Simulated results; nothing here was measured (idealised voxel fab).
Process module under the name voxel transistor to metal
Square cells of 5 nm make up the cross-section cut, whose width is 165 nm.
When this document writes out a cross-section, it uses a grid of square cells and lists it as bands, beginning at the top and moving down, with a band standing for one or more rows of cells.
Basically the band line says how high the top is and how high the bottom is, in nm, and then what's in it from left to right, every material with its width in nm. Empty space shows up as "empty", and if a single material carries "everywhere" it runs the full band edge to edge.
Ref level 0: as-received wafer is one material below here. Bottom band extends down with no lower bound ("0 -> down").
You'd read "30 to 40" like this: the band's top row of cells is as wide as the first number, its bottom row is as wide as the second, and going down, every row changes width by the same amount as the row before did.
Step marked "everything unchanged"? Then no cell in the cross-section changed in it.
"Sealed internal voids" lists enclosed empty spaces (at least 8 cells, no open path upward to the top), each as width x height at distance from the left edge, in nm.
Step line, after settings: the simulator's comment on this step.
overlay nm: where the mask lay relative to plan, measured to the right, on steps with a mask; negatives go left.

-- This section lists the process steps that were planned
1,RECEIVE,material Si
2,CONFORMAL_DEP,material SiO2,thk nm 5
3,CONFORMAL_DEP,material SiN,thk nm 10
4,PATTERN,tone cover,mask id ACTIVE,material resist,width nm 105,thk nm 15,overlay nm 0
5,DIRECTIONAL_ETCH,etch materials SiN,depth nm 10
6,DIRECTIONAL_ETCH,etch materials SiO2,depth nm 5
7,DIRECTIONAL_ETCH,etch materials Si,depth nm 20
8,STRIP,etch materials resist
9,FILL_DEP,material SiO2,thk nm 10
10,CMP,height nm 15
11,SELECTIVE_ETCH,etch materials SiO2,depth nm 5
12,STRIP,etch materials SiN
13,SELECTIVE_ETCH,etch materials SiO2,depth nm 5
14,OXIDIZE,depth nm 5
15,DIRECTIONAL_DEP,material polySi,thk nm 25
16,DIRECTIONAL_DEP,material SiCN,thk nm 10
17,DIRECTIONAL_DEP,material aC,thk nm 15
18,PATTERN,tone cover,mask id GATE,material resist,width nm 15,thk nm 30,overlay nm 0
19,DIRECTIONAL_ETCH,etch materials aC,depth nm 15
20,STRIP,etch materials resist
21,DIRECTIONAL_ETCH,etch materials SiCN,depth nm 20
22,DIRECTIONAL_ETCH,etch materials polySi,depth nm 35
23,STRIP,etch materials aC
24,CONFORMAL_DEP,material SiO2,thk nm 5
25,DIRECTIONAL_ETCH,etch materials SiO2,depth nm 5
26,CONFORMAL_DEP,material SiN,thk nm 5
27,DIRECTIONAL_ETCH,etch materials SiN,depth nm 5
28,DIRECTIONAL_ETCH,etch materials SiO2,depth nm 5
29,EPI,material SiGe,thk nm 5
30,FILL_DEP,material SiO2,thk nm 10
31,CMP,height nm 35
32,DIRECTIONAL_DEP,material SiO2,thk nm 10
33,PATTERN,tone open,mask id CONTACT,material resist,width nm 20,pitch nm 65,thk nm 20,overlay nm 0
34,DIRECTIONAL_ETCH,etch materials SiO2,depth nm 45
35,STRIP,etch materials resist
36,CONFORMAL_DEP,material TiN,thk nm 5
37,FILL_DEP,material Ru,thk nm 5
38,CMP,height nm 45
39,DIRECTIONAL_DEP,material TiN,thk nm 5
40,DIRECTIONAL_DEP,material W,thk nm 20
41,MASKED_ETCH,tone cover,mask id METAL_1,width nm 20,pitch nm 65,etch materials W,depth nm 20,overlay nm 0
42,MASKED_ETCH,tone cover,mask id METAL_1,width nm 20,pitch nm 65,etch materials TiN,depth nm 5,overlay nm 0
43,CONFORMAL_DEP,material SiCN,thk nm 5
44,FILL_DEP,material lowk,thk nm 10
45,CMP,height nm 70
46,CONFORMAL_DEP,material SiN,thk nm 5

-- Cross-section of the wafer at receipt, which is the condition after step 1
* 0 -> down | Si everywhere
* Sealed internal voids: none

-- Starting wafer: above. Plan: above. Run: one mistake. Cross-section after the module: below
* 75 -> 70 | SiN everywhere
* 70 -> 50 | lowk (35) | SiCN (5) | W (20) | SiCN (5) | lowk (35) | SiCN (5) | W (20) | SiCN (5) | lowk (35)
* 50 -> 45 | SiCN (40) | TiN (20) | SiCN (45) | TiN (20) | SiCN (40)
* 45 -> 30 | SiO2 (40) | TiN (5) | Ru (10) | TiN (5) | SiO2 (45) | TiN (5) | Ru (10) | TiN (5) | SiO2 (40)
* 30 -> 25 | SiO2 (40) | TiN (5) | Ru (10) | TiN (5) | SiO2 (5) | SiN (5) | SiO2 (5) | SiCN (15) | SiO2 (5) | SiN (5) | SiO2 (5) | TiN (5) | Ru (10) | TiN (5) | SiO2 (40)
* 25 -> 5 | SiO2 (40) | TiN (5) | Ru (10) | TiN (5) | SiO2 (5) | SiN (5) | SiO2 (5) | polySi (15) | SiO2 (5) | SiN (5) | SiO2 (5) | TiN (5) | Ru (10) | TiN (5) | SiO2 (40)
* 5 -> 0 | SiO2 (30) | SiN (5) | SiO2 (5) | TiN (20) | SiO2 (5) | SiN (5) | SiO2 (5) | polySi (15) | SiO2 (5) | SiN (5) | SiO2 (5) | TiN (20) | SiO2 (5) | SiN (5) | SiO2 (30)
* 0 -> -5 | SiO2 (35) | SiGe (30) | SiO2 (35) | SiGe (30) | SiO2 (35)
* -5 -> -20 | SiO2 (30) | Si (105) | SiO2 (30)
* -20 -> down | Si everywhere
* Sealed internal voids: none
The plan and the run diverged here: note that step 16 departed from the planned setting and was carried out as DIRECTIONAL_DEP,material SiCN,thk nm 5
